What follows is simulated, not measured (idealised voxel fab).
The following process module bears the name voxel tone inversion.
We display cut, a cross-section 295 nm in width whose square cells are each 5 nm.
Bands, listed from the top down, are how a cross-section gets written in this document; the cross-section itself is a grid of square cells, and a band is one or more rows of them. In this notation a band is specified by the heights of its top and bottom, in that order and in nm, after which its materials appear from left to right, each paired with its width in nm. The word "throughout" attached to a single material means that material fills the band from edge to edge; the word "blank" stands for empty space. We count height from 0. Below that, the starting wafer is all one material. The lowest band never ends at the bottom but goes on down; see "0 -> down" for how that is written. Width: "30->40" (first number = top row, second number = bottom row, same change from row to row of cells). "no alterations made" after a step means that no cell of the cross-section changed. In "Closed void catalog" the enclosed voids are listed, meaning empty spaces of 8 cells or larger without any opening to the top. The form is width x height at distance, distance from the left edge, units nm. On a step's line, text after the settings is the simulator commenting on that step. overlay nm: how far to the right of its planned place the mask lay on this masked step (negative: to the left).

So here's the lineup of process steps we planned:
1) RECEIVE: material Si
2) CONFORMAL_DEP: material SiCN, thk nm 5
3) DIRECTIONAL_DEP: material aC, thk nm 25
4) PATTERN: tone cover, mask id POSTS, material resist, width nm 25, pitch nm 40, thk nm 35, overlay nm 0
5) DIRECTIONAL_ETCH: etch materials aC, depth nm 25
6) STRIP: etch materials resist
7) FILL_DEP: material lowk, thk nm 5
8) CMP: height nm 30
9) STRIP: etch materials aC

Cross-section of the incoming wafer, state after step 1:
0 -> down = Si throughout
Closed void catalog: none

First of two wafers: cross-section at end of module, run per plan:
30 -> 5 = lowk: 75 | blank: 25 | lowk: 15 | blank: 25 | lowk: 15 | blank: 25 | lowk: 15 | blank: 25 | lowk: 75
5 -> 0 = SiCN throughout
0 -> down = Si throughout
Closed void catalog: none

This cross-section belongs to the second wafer of two at the end of the module; the start and the plan were shared with the first, and the run included one mistake:
30 -> 25 = lowk throughout
25 -> 0 = lowk: 75 | aC: 25 | lowk: 15 | aC: 25 | lowk: 15 | aC: 25 | lowk: 15 | aC: 25 | lowk: 75
0 -> down = Si throughout
Closed void catalog: none
Which mistake was made when the wafer was run? the plan's step 2 went unexecuted, having been skipped
Final wafer comparison in cells, second versus first, more or fewer per material: 59 fewer of SiCN; 100 more of aC; 59 more of lowk
